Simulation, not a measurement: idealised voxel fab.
Process module name: voxel self aligned vias
We display cut, a cross-section 260 nm in width whose square cells are each 5 nm.
Square cells in a grid make up a cross-section in this document, and the grid is given as bands, listed from the top down, each one or more rows of cells.
Each band's line starts with the height of the band's top and of its bottom, in nm. Then come its materials from left to right, each with its width in nm. One material with "full width" fills the band from edge to edge. "blank" is empty space.
Heights are measured from 0, the level below which the as-received wafer is all one material; the lowest band has no bottom and continues downward, written as in "z 0 and below".
It should be noted that a width expressed as "30 to 40" varies in equal increments from row to row of cells within the band, taking the value of the first number at the top row and that of the second number at the bottom row.
Any step labelled "remained unchanged" changed none of the cells in the cross-section.
Under "Non-vented voids" you'll find the enclosed gaps, the ones with no way out to the top, that are 8 cells or bigger; each reads width x height at distance, with distance counted from the left edge, everything in nm.
Whatever follows a step's settings on its line is a remark the simulator itself makes about that step.
The line of a step may include "overlay nm". On a step with a mask, this value is how far to the right of its planned place the mask lay. A negative value means the mask lay to the left.
Everything after this point is organized in pairs: a cross-section before one process step, a cross-section after it that shows only as deep as the lowest changed band, and, under the pair, the intervening step with its settings. Because different runs of this module on the same starting wafer can supply different pairs, a pair continues from the pair above it only if its entry headed "Before the process" says so.
**Before the process**
z 0 and below: Si full width
Non-vented voids: none
**Sectional Result**
z 15 to 0: SiO2 full width
Whatever lies below 0 is exactly as it was before.
Non-vented voids: none
What sits between those two cross-sections? CONFORMAL_DEP,material SiO2,thk nm 15
Before the process: see preceding pair, after cross-section.
**Sectional Result**
z 20 to 15: SiCN full width
Whatever lies below 15 is exactly as it was before.
Non-vented voids: none
What sits between those two cross-sections? CONFORMAL_DEP,material SiCN,thk nm 5
Before the process: see preceding pair, after cross-section.
**Sectional Result**
z 40 to 20: SiO2 full width
Whatever lies below 20 is exactly as it was before.
Non-vented voids: none
What sits between those two cross-sections? DIRECTIONAL_DEP,material SiO2,thk nm 20
Before the process: see preceding pair, after cross-section.
**Sectional Result**
z 50 to 40: aC full width
Whatever lies below 40 is exactly as it was before.
Non-vented voids: none
What sits between those two cross-sections? DIRECTIONAL_DEP,material aC,thk nm 10
Before the process: see preceding pair, after cross-section.
**Sectional Result**
z 75 to 50: resist=55, blank=30, resist=30, blank=30, resist=30, blank=30, resist=55
Whatever lies below 50 is exactly as it was before.
Non-vented voids: none
What sits between those two cross-sections? PATTERN,tone open,mask id LINES,material resist,width nm 30,pitch nm 60,thk nm 25,overlay nm 0
Before the process: see preceding pair, after cross-section.
**Sectional Result**
z 65 to 50: resist=55, blank=30, resist=30, blank=30, resist=30, blank=30, resist=55
z 50 to 40: aC=55, blank=30, aC=30, blank=30, aC=30, blank=30, aC=55
Whatever lies below 40 is exactly as it was before.
Non-vented voids: none
What sits between those two cross-sections? DIRECTIONAL_ETCH,etch materials aC,depth nm 10
Before the process: see preceding pair, after cross-section.
**Sectional Result**
z 50 to 40: aC=55, blank=30, aC=30, blank=30, aC=30, blank=30, aC=55
Whatever lies below 40 is exactly as it was before.
Non-vented voids: none
What sits between those two cross-sections? STRIP,etch materials resist
Before the process: see preceding pair, after cross-section.
**Sectional Result**
z 50 to 40: aC=55, blank=30, aC=30, blank=30, aC=30, blank=30, aC=55
z 40 to 20: SiO2=55, blank=30, SiO2=30, blank=30, SiO2=30, blank=30, SiO2=55
Whatever lies below 20 is exactly as it was before.
Non-vented voids: none
What sits between those two cross-sections? DIRECTIONAL_ETCH,etch materials SiO2,depth nm 20
Before the process: see preceding pair, after cross-section.
**Sectional Result**
z 40 to 20: SiO2=55, blank=30, SiO2=30, blank=30, SiO2=30, blank=30, SiO2=55
Whatever lies below 20 is exactly as it was before.
Non-vented voids: none
What sits between those two cross-sections? STRIP,etch materials aC
Before the process: see preceding pair, after cross-section.
**Sectional Result**
z 45 to 40: TiN=60, blank=20, TiN=40, blank=20, TiN=40, blank=20, TiN=60
z 40 to 25: SiO2=55, TiN=5, blank=20, TiN=5, SiO2=30, TiN=5, blank=20, TiN=5, SiO2=30, TiN=5, blank=20, TiN=5, SiO2=55
z 25 to 20: SiO2=55, TiN=30, SiO2=30, TiN=30, SiO2=30, TiN=30, SiO2=55
Whatever lies below 20 is exactly as it was before.
Non-vented voids: none
What sits between those two cross-sections? CONFORMAL_DEP,material TiN,thk nm 5
Before the process: see preceding pair, after cross-section.
**Sectional Result**
z 50 to 45: Ru full width
z 45 to 40: TiN=60, Ru=20, TiN=40, Ru=20, TiN=40, Ru=20, TiN=60
z 40 to 25: SiO2=55, TiN=5, Ru=20, TiN=5, SiO2=30, TiN=5, Ru=20, TiN=5, SiO2=30, TiN=5, Ru=20, TiN=5, SiO2=55
Whatever lies below 25 is exactly as it was before.
Non-vented voids: none
What sits between those two cross-sections? FILL_DEP,material Ru,thk nm 5
Before the process: see preceding pair, after cross-section.
**Sectional Result**
z 40 to 25: SiO2=55, TiN=5, Ru=20, TiN=5, SiO2=30, TiN=5, Ru=20, TiN=5, SiO2=30, TiN=5, Ru=20, TiN=5, SiO2=55
Whatever lies below 25 is exactly as it was before.
Non-vented voids: none
What sits between those two cross-sections? CMP,height nm 40
Before the process: see preceding pair, after cross-section.
**Sectional Result**
z 40 to 35: SiO2=55, blank=30, SiO2=30, blank=30, SiO2=30, blank=30, SiO2=55
Whatever lies below 35 is exactly as it was before.
Non-vented voids: none
What sits between those two cross-sections? SELECTIVE_ETCH,etch materials W Ru TiN,depth nm 5
Before the process: see preceding pair, after cross-section.
**Sectional Result**
z 50 to 40: SiN full width
z 40 to 35: SiO2=55, SiN=30, SiO2=30, SiN=30, SiO2=30, SiN=30, SiO2=55
Whatever lies below 35 is exactly as it was before.
Non-vented voids: none
What sits between those two cross-sections? FILL_DEP,material SiN,thk nm 10
Before the process: see preceding pair, after cross-section.
**Sectional Result**
z 40 to 35: SiO2=55, SiN=30, SiO2=30, SiN=30, SiO2=30, SiN=30, SiO2=55
Whatever lies below 35 is exactly as it was before.
Non-vented voids: none
What sits between those two cross-sections? CMP,height nm 40
Before the process: see preceding pair, after cross-section.
**Sectional Result**
z 55 to 40: SiO2 full width
Whatever lies below 40 is exactly as it was before.
Non-vented voids: none
What sits between those two cross-sections? DIRECTIONAL_DEP,material SiO2,thk nm 15
Before the process: see preceding pair, after cross-section.
**Sectional Result**
z 55 to 40: SiO2=50, blank=40, SiO2=80, blank=40, SiO2=50
Whatever lies below 40 is exactly as it was before.
Non-vented voids: none
What sits between those two cross-sections? MASKED_ETCH,tone open,mask id VIAS,width nm 40,pitch nm 120,etch materials SiO2,depth nm 15,overlay nm 0
Before the process: see preceding pair, after cross-section.
**Sectional Result**
z 55 to 40: SiO2=50, blank=40, SiO2=80, blank=40, SiO2=50
z 40 to 35: SiO2=55, blank=30, SiO2=30, SiN=30, SiO2=30, blank=30, SiO2=55
Whatever lies below 35 is exactly as it was before.
Non-vented voids: none
What sits between those two cross-sections? MASKED_ETCH,tone open,mask id VIAS,width nm 40,pitch nm 120,etch materials SiN,depth nm 5,overlay nm 0
Before the process: see preceding pair, after cross-section.
**Sectional Result**
z 60 to 55: TiN=55, blank=30, TiN=90, blank=30, TiN=55
z 55 to 45: SiO2=50, TiN=5, blank=30, TiN=5, SiO2=80, TiN=5, blank=30, TiN=5, SiO2=50
z 45 to 40: SiO2=50, TiN=10, blank=20, TiN=10, SiO2=80, TiN=10, blank=20, TiN=10, SiO2=50
z 40 to 35: SiO2=55, TiN=30, SiO2=30, SiN=30, SiO2=30, TiN=30, SiO2=55
Whatever lies below 35 is exactly as it was before.
Non-vented voids: none
What sits between those two cross-sections? CONFORMAL_DEP,material TiN,thk nm 5
Before the process: see preceding pair, after cross-section.
**Sectional Result**
z 70 to 60: Ru full width
z 60 to 55: TiN=55, Ru=30, TiN=90, Ru=30, TiN=55
z 55 to 45: SiO2=50, TiN=5, Ru=30, TiN=5, SiO2=80, TiN=5, Ru=30, TiN=5, SiO2=50
z 45 to 40: SiO2=50, TiN=10, Ru=20, TiN=10, SiO2=80, TiN=10, Ru=20, TiN=10, SiO2=50
Whatever lies below 40 is exactly as it was before.
Non-vented voids: none
What sits between those two cross-sections? FILL_DEP,material Ru,thk nm 10
Before the process: see preceding pair, after cross-section.
**Sectional Result**
z 55 to 45: SiO2=50, TiN=5, Ru=30, TiN=5, SiO2=80, TiN=5, Ru=30, TiN=5, SiO2=50
Whatever lies below 45 is exactly as it was before.
Non-vented voids: none
What sits between those two cross-sections? CMP,height nm 55
Before the process: see preceding pair, after cross-section.
**Sectional Result**
z 60 to 55: SiN full width
Whatever lies below 55 is exactly as it was before.
Non-vented voids: none
What sits between those two cross-sections? CONFORMAL_DEP,material SiN,thk nm 5
**Before the process**
z 70 to 60: Ru full width
z 60 to 55: TiN=55, Ru=30, TiN=90, Ru=30, TiN=55
z 55 to 45: SiO2=50, TiN=5, Ru=30, TiN=5, SiO2=80, TiN=5, Ru=30, TiN=5, SiO2=50
z 45 to 40: SiO2=50, TiN=10, Ru=20, TiN=10, SiO2=80, TiN=10, Ru=20, TiN=10, SiO2=50
z 40 to 35: SiO2=55, TiN=30, SiO2=30, SiN=30, SiO2=30, TiN=30, SiO2=55
z 35 to 25: SiO2=55, TiN=5, Ru=20, TiN=5, SiO2=30, TiN=5, Ru=20, TiN=5, SiO2=30, TiN=5, Ru=20, TiN=5, SiO2=55
z 25 to 20: SiO2=55, TiN=30, SiO2=30, TiN=30, SiO2=30, TiN=30, SiO2=55
z 20 to 15: SiCN full width
z 15 to 0: SiO2 full width
z 0 and below: Si full width
Non-vented voids: none
**Sectional Result**
z 75 to 70: SiN full width
Whatever lies below 70 is exactly as it was before.
Non-vented voids: none
What sits between those two cross-sections? CONFORMAL_DEP,material SiN,thk nm 5
**Before the process**
z 15 to 0: SiO2 full width
z 0 and below: Si full width
Non-vented voids: none
**Sectional Result**
z 30 to 0: SiO2 full width
Whatever lies below 0 is exactly as it was before.
Non-vented voids: none
What sits between those two cross-sections? CONFORMAL_DEP,material SiO2,thk nm 15
Before the process: see preceding pair, after cross-section.
**Sectional Result**
z 35 to 30: SiCN full width
Whatever lies below 30 is exactly as it was before.
Non-vented voids: none
What sits between those two cross-sections? CONFORMAL_DEP,material SiCN,thk nm 5
Before the process: see preceding pair, after cross-section.
**Sectional Result**
z 55 to 35: SiO2 full width
Whatever lies below 35 is exactly as it was before.
Non-vented voids: none
What sits between those two cross-sections? DIRECTIONAL_DEP,material SiO2,thk nm 20
Before the process: see preceding pair, after cross-section.
**Sectional Result**
z 65 to 55: aC full width
Whatever lies below 55 is exactly as it was before.
Non-vented voids: none
What sits between those two cross-sections? DIRECTIONAL_DEP,material aC,thk nm 10
Before the process: see preceding pair, after cross-section.
**Sectional Result**
z 90 to 65: resist=55, blank=30, resist=30, blank=30, resist=30, blank=30, resist=55
Whatever lies below 65 is exactly as it was before.
Non-vented voids: none
What sits between those two cross-sections? PATTERN,tone open,mask id LINES,material resist,width nm 30,pitch nm 60,thk nm 25,overlay nm 0
Before the process: see preceding pair, after cross-section.
**Sectional Result**
z 80 to 65: resist=55, blank=30, resist=30, blank=30, resist=30, blank=30, resist=55
z 65 to 55: aC=55, blank=30, aC=30, blank=30, aC=30, blank=30, aC=55
Whatever lies below 55 is exactly as it was before.
Non-vented voids: none
What sits between those two cross-sections? DIRECTIONAL_ETCH,etch materials aC,depth nm 10
Before the process: see preceding pair, after cross-section.
**Sectional Result**
z 65 to 55: aC=55, blank=30, aC=30, blank=30, aC=30, blank=30, aC=55
Whatever lies below 55 is exactly as it was before.
Non-vented voids: none
What sits between those two cross-sections? STRIP,etch materials resist
Before the process: see preceding pair, after cross-section.
**Sectional Result**
z 65 to 55: aC=55, blank=30, aC=30, blank=30, aC=30, blank=30, aC=55
z 55 to 35: SiO2=55, blank=30, SiO2=30, blank=30, SiO2=30, blank=30, SiO2=55
Whatever lies below 35 is exactly as it was before.
Non-vented voids: none
What sits between those two cross-sections? DIRECTIONAL_ETCH,etch materials SiO2,depth nm 20
Before the process: see preceding pair, after cross-section.
**Sectional Result**
z 55 to 35: SiO2=55, blank=30, SiO2=30, blank=30, SiO2=30, blank=30, SiO2=55
Whatever lies below 35 is exactly as it was before.
Non-vented voids: none
What sits between those two cross-sections? STRIP,etch materials aC
Before the process: see preceding pair, after cross-section.
**Sectional Result**
z 60 to 55: TiN=60, blank=20, TiN=40, blank=20, TiN=40, blank=20, TiN=60
z 55 to 40: SiO2=55, TiN=5, blank=20, TiN=5, SiO2=30, TiN=5, blank=20, TiN=5, SiO2=30, TiN=5, blank=20, TiN=5, SiO2=55
z 40 to 35: SiO2=55, TiN=30, SiO2=30, TiN=30, SiO2=30, TiN=30, SiO2=55
Whatever lies below 35 is exactly as it was before.
Non-vented voids: none
What sits between those two cross-sections? CONFORMAL_DEP,material TiN,thk nm 5
Before the process: see preceding pair, after cross-section.
**Sectional Result**
z 65 to 60: Ru full width
z 60 to 55: TiN=60, Ru=20, TiN=40, Ru=20, TiN=40, Ru=20, TiN=60
z 55 to 40: SiO2=55, TiN=5, Ru=20, TiN=5, SiO2=30, TiN=5, Ru=20, TiN=5, SiO2=30, TiN=5, Ru=20, TiN=5, SiO2=55
Whatever lies below 40 is exactly as it was before.
Non-vented voids: none
What sits between those two cross-sections? FILL_DEP,material Ru,thk nm 5
Before the process: see preceding pair, after cross-section.
**Sectional Result**
z 40 to 35: SiO2=55, TiN=30, SiO2=30, TiN=30, SiO2=30, TiN=30, SiO2=55
Whatever lies below 35 is exactly as it was before.
Non-vented voids: none
What sits between those two cross-sections? CMP,height nm 40
Before the process: see preceding pair, after cross-section.
**Sectional Result**
z 40 to 35: SiO2=55, blank=30, SiO2=30, blank=30, SiO2=30, blank=30, SiO2=55
Whatever lies below 35 is exactly as it was before.
Non-vented voids: none
What sits between those two cross-sections? SELECTIVE_ETCH,etch materials W Ru TiN,depth nm 5
Before the process: see preceding pair, after cross-section.
**Sectional Result**
z 50 to 40: SiN full width
z 40 to 35: SiO2=55, SiN=30, SiO2=30, SiN=30, SiO2=30, SiN=30, SiO2=55
Whatever lies below 35 is exactly as it was before.
Non-vented voids: none
What sits between those two cross-sections? FILL_DEP,material SiN,thk nm 10
Before the process: see preceding pair, after cross-section.
**Sectional Result**
z 40 to 35: SiO2=55, SiN=30, SiO2=30, SiN=30, SiO2=30, SiN=30, SiO2=55
Whatever lies below 35 is exactly as it was before.
Non-vented voids: none
What sits between those two cross-sections? CMP,height nm 40
Before the process: see preceding pair, after cross-section.
**Sectional Result**
z 55 to 40: SiO2 full width
Whatever lies below 40 is exactly as it was before.
Non-vented voids: none
What sits between those two cross-sections? DIRECTIONAL_DEP,material SiO2,thk nm 15
Before the process: see preceding pair, after cross-section.
**Sectional Result**
z 55 to 40: SiO2=50, blank=40, SiO2=80, blank=40, SiO2=50
Whatever lies below 40 is exactly as it was before.
Non-vented voids: none
What sits between those two cross-sections? MASKED_ETCH,tone open,mask id VIAS,width nm 40,pitch nm 120,etch materials SiO2,depth nm 15,overlay nm 0
Before the process: see preceding pair, after cross-section.
**Sectional Result**
z 55 to 40: SiO2=50, blank=40, SiO2=80, blank=40, SiO2=50
z 40 to 35: SiO2=55, blank=30, SiO2=30, SiN=30, SiO2=30, blank=30, SiO2=55
Whatever lies below 35 is exactly as it was before.
Non-vented voids: none
What sits between those two cross-sections? MASKED_ETCH,tone open,mask id VIAS,width nm 40,pitch nm 120,etch materials SiN,depth nm 5,overlay nm 0
Before the process: see preceding pair, after cross-section.
**Sectional Result**
z 60 to 55: TiN=55, blank=30, TiN=90, blank=30, TiN=55
z 55 to 45: SiO2=50, TiN=5, blank=30, TiN=5, SiO2=80, TiN=5, blank=30, TiN=5, SiO2=50
z 45 to 40: SiO2=50, TiN=10, blank=20, TiN=10, SiO2=80, TiN=10, blank=20, TiN=10, SiO2=50
z 40 to 35: SiO2=55, TiN=30, SiO2=30, SiN=30, SiO2=30, TiN=30, SiO2=55
Whatever lies below 35 is exactly as it was before.
Non-vented voids: none
What sits between those two cross-sections? CONFORMAL_DEP,material TiN,thk nm 5
Before the process: see preceding pair, after cross-section.
**Sectional Result**
z 70 to 60: Ru full width
z 60 to 55: TiN=55, Ru=30, TiN=90, Ru=30, TiN=55
z 55 to 45: SiO2=50, TiN=5, Ru=30, TiN=5, SiO2=80, TiN=5, Ru=30, TiN=5, SiO2=50
z 45 to 40: SiO2=50, TiN=10, Ru=20, TiN=10, SiO2=80, TiN=10, Ru=20, TiN=10, SiO2=50
Whatever lies below 40 is exactly as it was before.
Non-vented voids: none
What sits between those two cross-sections? FILL_DEP,material Ru,thk nm 10
Before the process: see preceding pair, after cross-section.
**Sectional Result**
z 55 to 45: SiO2=50, TiN=5, Ru=30, TiN=5, SiO2=80, TiN=5, Ru=30, TiN=5, SiO2=50
Whatever lies below 45 is exactly as it was before.
Non-vented voids: none
What sits between those two cross-sections? CMP,height nm 55
Before the process: see preceding pair, after cross-section.
**Sectional Result**
z 60 to 55: SiN full width
Whatever lies below 55 is exactly as it was before.
Non-vented voids: none
What sits between those two cross-sections? CONFORMAL_DEP,material SiN,thk nm 5
**Before the process**
z 40 to 35: SiO2=55, SiN=30, SiO2=30, SiN=30, SiO2=30, SiN=30, SiO2=55
z 35 to 25: SiO2=55, TiN=5, Ru=20, TiN=5, SiO2=30, TiN=5, Ru=20, TiN=5, SiO2=30, TiN=5, Ru=20, TiN=5, SiO2=55
z 25 to 20: SiO2=55, TiN=30, SiO2=30, TiN=30, SiO2=30, TiN=30, SiO2=55
z 20 to 15: SiCN full width
z 15 to 0: SiO2 full width
z 0 and below: Si full width
Non-vented voids: none
**Sectional Result**
z 40 to 35: SiO2=50, blank=5, SiN=30, blank=5, SiO2=25, SiN=30, SiO2=25, blank=5, SiN=30, blank=5, SiO2=50
z 35 to 25: SiO2=50, blank=5, TiN=5, Ru=20, TiN=5, blank=5, SiO2=25, TiN=5, Ru=20, TiN=5, SiO2=25, blank=5, TiN=5, Ru=20, TiN=5, blank=5, SiO2=50
Whatever lies below 25 is exactly as it was before.
Non-vented voids: none
What sits between those two cross-sections? MASKED_ETCH,tone open,mask id VIAS,width nm 40,pitch nm 120,etch materials SiO2,depth nm 15,overlay nm 0
Before the process: see preceding pair, after cross-section.
**Sectional Result**
z 55 to 40: SiO2=50, blank=5, SiO2=30, blank=5, SiO2=80, blank=5, SiO2=30, blank=5, SiO2=50
z 40 to 35: SiO2=55, SiN=30, SiO2=30, SiN=30, SiO2=30, SiN=30, SiO2=55
z 35 to 25: SiO2=55, TiN=5, Ru=20, TiN=5, SiO2=30, TiN=5, Ru=20, TiN=5, SiO2=30, TiN=5, Ru=20, TiN=5, SiO2=55
Whatever lies below 25 is exactly as it was before.
Non-vented voids: none
What sits between those two cross-sections? DIRECTIONAL_DEP,material SiO2,thk nm 15
Before the process: see preceding pair, after cross-section.
**Sectional Result**
z 60 to 55: TiN full width
z 55 to 40: SiO2=50, TiN=5, SiO2=30, TiN=5, SiO2=80, TiN=5, SiO2=30, TiN=5, SiO2=50
Whatever lies below 40 is exactly as it was before.
Non-vented voids: none
What sits between those two cross-sections? CONFORMAL_DEP,material TiN,thk nm 5
Before the process: see preceding pair, after cross-section.
**Sectional Result**
z 70 to 60: Ru full width
Whatever lies below 60 is exactly as it was before.
Non-vented voids: none
What sits between those two cross-sections? FILL_DEP,material Ru,thk nm 10
Before the process: see preceding pair, after cross-section.
**Sectional Result**
z 55 to 40: SiO2=50, TiN=5, SiO2=30, TiN=5, SiO2=80, TiN=5, SiO2=30, TiN=5, SiO2=50
Whatever lies below 40 is exactly as it was before.
Non-vented voids: none
What sits between those two cross-sections? CMP,height nm 55
Before the process: see preceding pair, after cross-section.
**Sectional Result**
z 60 to 55: SiN full width
Whatever lies below 55 is exactly as it was before.
Non-vented voids: none
What sits between those two cross-sections? CONFORMAL_DEP,material SiN,thk nm 5
**Before the process**
z 40 to 25: SiO2=55, TiN=5, Ru=20, TiN=5, SiO2=30, TiN=5, Ru=20, TiN=5, SiO2=30, TiN=5, Ru=20, TiN=5, SiO2=55
z 25 to 20: SiO2=55, TiN=30, SiO2=30, TiN=30, SiO2=30, TiN=30, SiO2=55
z 20 to 15: SiCN full width
z 15 to 0: SiO2 full width
z 0 and below: Si full width
Non-vented voids: none
**Sectional Result**
z 40 to 25: SiO2=55, blank=30, SiO2=30, blank=30, SiO2=30, blank=30, SiO2=55
Whatever lies below 25 is exactly as it was before.
Non-vented voids: none
What sits between those two cross-sections? SELECTIVE_ETCH,etch materials W Ru TiN,depth nm 15
Before the process: see preceding pair, after cross-section.
**Sectional Result**
z 50 to 40: SiN full width
z 40 to 25: SiO2=55, SiN=30, SiO2=30, SiN=30, SiO2=30, SiN=30, SiO2=55
Whatever lies below 25 is exactly as it was before.
Non-vented voids: none
What sits between those two cross-sections? FILL_DEP,material SiN,thk nm 10
Before the process: see preceding pair, after cross-section.
**Sectional Result**
z 40 to 25: SiO2=55, SiN=30, SiO2=30, SiN=30, SiO2=30, SiN=30, SiO2=55
Whatever lies below 25 is exactly as it was before.
Non-vented voids: none
What sits between those two cross-sections? CMP,height nm 40
Before the process: see preceding pair, after cross-section.
**Sectional Result**
z 55 to 40: SiO2 full width
Whatever lies below 40 is exactly as it was before.
Non-vented voids: none
What sits between those two cross-sections? DIRECTIONAL_DEP,material SiO2,thk nm 15
Before the process: see preceding pair, after cross-section.
**Sectional Result**
z 55 to 40: SiO2=50, blank=40, SiO2=80, blank=40, SiO2=50
Whatever lies below 40 is exactly as it was before.
Non-vented voids: none
What sits between those two cross-sections? MASKED_ETCH,tone open,mask id VIAS,width nm 40,pitch nm 120,etch materials SiO2,depth nm 15,overlay nm 0
Before the process: see preceding pair, after cross-section.
**Sectional Result**
z 55 to 40: SiO2=50, blank=40, SiO2=80, blank=40, SiO2=50
z 40 to 35: SiO2=55, blank=30, SiO2=30, SiN=30, SiO2=30, blank=30, SiO2=55
Whatever lies below 35 is exactly as it was before.
Non-vented voids: none
What sits between those two cross-sections? MASKED_ETCH,tone open,mask id VIAS,width nm 40,pitch nm 120,etch materials SiN,depth nm 5,overlay nm 0
Before the process: see preceding pair, after cross-section.
**Sectional Result**
z 60 to 55: TiN=55, blank=30, TiN=90, blank=30, TiN=55
z 55 to 45: SiO2=50, TiN=5, blank=30, TiN=5, SiO2=80, TiN=5, blank=30, TiN=5, SiO2=50
z 45 to 40: SiO2=50, TiN=10, blank=20, TiN=10, SiO2=80, TiN=10, blank=20, TiN=10, SiO2=50
z 40 to 35: SiO2=55, TiN=30, SiO2=30, SiN=30, SiO2=30, TiN=30, SiO2=55
Whatever lies below 35 is exactly as it was before.
Non-vented voids: none
What sits between those two cross-sections? CONFORMAL_DEP,material TiN,thk nm 5
Before the process: see preceding pair, after cross-section.
**Sectional Result**
z 70 to 60: Ru full width
z 60 to 55: TiN=55, Ru=30, TiN=90, Ru=30, TiN=55
z 55 to 45: SiO2=50, TiN=5, Ru=30, TiN=5, SiO2=80, TiN=5, Ru=30, TiN=5, SiO2=50
z 45 to 40: SiO2=50, TiN=10, Ru=20, TiN=10, SiO2=80, TiN=10, Ru=20, TiN=10, SiO2=50
Whatever lies below 40 is exactly as it was before.
Non-vented voids: none
What sits between those two cross-sections? FILL_DEP,material Ru,thk nm 10
Before the process: see preceding pair, after cross-section.
**Sectional Result**
z 55 to 45: SiO2=50, TiN=5, Ru=30, TiN=5, SiO2=80, TiN=5, Ru=30, TiN=5, SiO2=50
Whatever lies below 45 is exactly as it was before.
Non-vented voids: none
What sits between those two cross-sections? CMP,height nm 55
Before the process: see preceding pair, after cross-section.
**Sectional Result**
z 60 to 55: SiN full width
Whatever lies below 55 is exactly as it was before.
Non-vented voids: none
What sits between those two cross-sections? CONFORMAL_DEP,material SiN,thk nm 5
**Before the process**
z 55 to 40: SiO2 full width
z 40 to 35: SiO2=55, SiN=30, SiO2=30, SiN=30, SiO2=30, SiN=30, SiO2=55
z 35 to 25: SiO2=55, TiN=5, Ru=20, TiN=5, SiO2=30, TiN=5, Ru=20, TiN=5, SiO2=30, TiN=5, Ru=20, TiN=5, SiO2=55
z 25 to 20: SiO2=55, TiN=30, SiO2=30, TiN=30, SiO2=30, TiN=30, SiO2=55
z 20 to 15: SiCN full width
z 15 to 0: SiO2 full width
z 0 and below: Si full width
Non-vented voids: none
**Sectional Result**
z 55 to 40: SiO2=50, blank=45, SiO2=75, blank=45, SiO2=45
Whatever lies below 40 is exactly as it was before.
Non-vented voids: none
What sits between those two cross-sections? MASKED_ETCH,tone open,mask id VIAS,width nm 45,pitch nm 120,etch materials SiO2,depth nm 15,overlay nm 0
Before the process: see preceding pair, after cross-section.
**Sectional Result**
z 55 to 40: SiO2=50, blank=45, SiO2=75, blank=45, SiO2=45
z 40 to 35: SiO2=55, blank=30, SiO2=30, SiN=30, SiO2=30, blank=30, SiO2=55
Whatever lies below 35 is exactly as it was before.
Non-vented voids: none
What sits between those two cross-sections? MASKED_ETCH,tone open,mask id VIAS,width nm 40,pitch nm 120,etch materials SiN,depth nm 5,overlay nm 0
Before the process: see preceding pair, after cross-section.
**Sectional Result**
z 60 to 55: TiN=55, blank=35, TiN=85, blank=35, TiN=50
z 55 to 45: SiO2=50, TiN=5, blank=35, TiN=5, SiO2=75, TiN=5, blank=35, TiN=5, SiO2=45
z 45 to 40: SiO2=50, TiN=10, blank=20, TiN=15, SiO2=75, TiN=10, blank=20, TiN=15, SiO2=45
z 40 to 35: SiO2=55, TiN=30, SiO2=30, SiN=30, SiO2=30, TiN=30, SiO2=55
Whatever lies below 35 is exactly as it was before.
Non-vented voids: none
What sits between those two cross-sections? CONFORMAL_DEP,material TiN,thk nm 5
Before the process: see preceding pair, after cross-section.
**Sectional Result**
z 70 to 60: Ru full width
z 60 to 55: TiN=55, Ru=35, TiN=85, Ru=35, TiN=50
z 55 to 45: SiO2=50, TiN=5, Ru=35, TiN=5, SiO2=75, TiN=5, Ru=35, TiN=5, SiO2=45
z 45 to 40: SiO2=50, TiN=10, Ru=20, TiN=15, SiO2=75, TiN=10, Ru=20, TiN=15, SiO2=45
Whatever lies below 40 is exactly as it was before.
Non-vented voids: none
What sits between those two cross-sections? FILL_DEP,material Ru,thk nm 10
Before the process: see preceding pair, after cross-section.
**Sectional Result**
z 55 to 45: SiO2=50, TiN=5, Ru=35, TiN=5, SiO2=75, TiN=5, Ru=35, TiN=5, SiO2=45
Whatever lies below 45 is exactly as it was before.
Non-vented voids: none
What sits between those two cross-sections? CMP,height nm 55
Before the process: see preceding pair, after cross-section.
**Sectional Result**
z 60 to 55: SiN full width
Whatever lies below 55 is exactly as it was before.
Non-vented voids: none
What sits between those two cross-sections? CONFORMAL_DEP,material SiN,thk nm 5
**Before the process**
z 50 to 40: aC full width
z 40 to 20: SiO2 full width
z 20 to 15: SiCN full width
z 15 to 0: SiO2 full width
z 0 and below: Si full width
Non-vented voids: none
**Sectional Result**
z 75 to 50: resist=45, blank=30, resist=30, blank=30, resist=30, blank=30, resist=65
Whatever lies below 50 is exactly as it was before.
Non-vented voids: none
What sits between those two cross-sections? PATTERN,tone open,mask id LINES,material resist,width nm 30,pitch nm 60,thk nm 25,overlay nm -10
Before the process: see preceding pair, after cross-section.
**Sectional Result**
z 65 to 50: resist=45, blank=30, resist=30, blank=30, resist=30, blank=30, resist=65
z 50 to 40: aC=45, blank=30, aC=30, blank=30, aC=30, blank=30, aC=65
Whatever lies below 40 is exactly as it was before.
Non-vented voids: none
What sits between those two cross-sections? DIRECTIONAL_ETCH,etch materials aC,depth nm 10
Before the process: see preceding pair, after cross-section.
**Sectional Result**
z 50 to 40: aC=45, blank=30, aC=30, blank=30, aC=30, blank=30, aC=65
Whatever lies below 40 is exactly as it was before.
Non-vented voids: none
What sits between those two cross-sections? STRIP,etch materials resist
Before the process: see preceding pair, after cross-section.
**Sectional Result**
z 50 to 40: aC=45, blank=30, aC=30, blank=30, aC=30, blank=30, aC=65
z 40 to 20: SiO2=45, blank=30, SiO2=30, blank=30, SiO2=30, blank=30, SiO2=65
Whatever lies below 20 is exactly as it was before.
Non-vented voids: none
What sits between those two cross-sections? DIRECTIONAL_ETCH,etch materials SiO2,depth nm 20
Before the process: see preceding pair, after cross-section.
**Sectional Result**
z 40 to 20: SiO2=45, blank=30, SiO2=30, blank=30, SiO2=30, blank=30, SiO2=65
Whatever lies below 20 is exactly as it was before.
Non-vented voids: none
What sits between those two cross-sections? STRIP,etch materials aC
Before the process: see preceding pair, after cross-section.
**Sectional Result**
z 45 to 40: TiN=50, blank=20, TiN=40, blank=20, TiN=40, blank=20, TiN=70
z 40 to 25: SiO2=45, TiN=5, blank=20, TiN=5, SiO2=30, TiN=5, blank=20, TiN=5, SiO2=30, TiN=5, blank=20, TiN=5, SiO2=65
z 25 to 20: SiO2=45, TiN=30, SiO2=30, TiN=30, SiO2=30, TiN=30, SiO2=65
Whatever lies below 20 is exactly as it was before.
Non-vented voids: none
What sits between those two cross-sections? CONFORMAL_DEP,material TiN,thk nm 5
Before the process: see preceding pair, after cross-section.
**Sectional Result**
z 50 to 45: Ru full width
z 45 to 40: TiN=50, Ru=20, TiN=40, Ru=20, TiN=40, Ru=20, TiN=70
z 40 to 25: SiO2=45, TiN=5, Ru=20, TiN=5, SiO2=30, TiN=5, Ru=20, TiN=5, SiO2=30, TiN=5, Ru=20, TiN=5, SiO2=65
Whatever lies below 25 is exactly as it was before.
Non-vented voids: none
What sits between those two cross-sections? FILL_DEP,material Ru,thk nm 5
Before the process: see preceding pair, after cross-section.
**Sectional Result**
z 40 to 25: SiO2=45, TiN=5, Ru=20, TiN=5, SiO2=30, TiN=5, Ru=20, TiN=5, SiO2=30, TiN=5, Ru=20, TiN=5, SiO2=65
Whatever lies below 25 is exactly as it was before.
Non-vented voids: none
What sits between those two cross-sections? CMP,height nm 40
Before the process: see preceding pair, after cross-section.
**Sectional Result**
z 40 to 35: SiO2=45, blank=30, SiO2=30, blank=30, SiO2=30, blank=30, SiO2=65
Whatever lies below 35 is exactly as it was before.
Non-vented voids: none
What sits between those two cross-sections? SELECTIVE_ETCH,etch materials W Ru TiN,depth nm 5
Before the process: see preceding pair, after cross-section.
**Sectional Result**
z 50 to 40: SiN full width
z 40 to 35: SiO2=45, SiN=30, SiO2=30, SiN=30, SiO2=30, SiN=30, SiO2=65
Whatever lies below 35 is exactly as it was before.
Non-vented voids: none
What sits between those two cross-sections? FILL_DEP,material SiN,thk nm 10
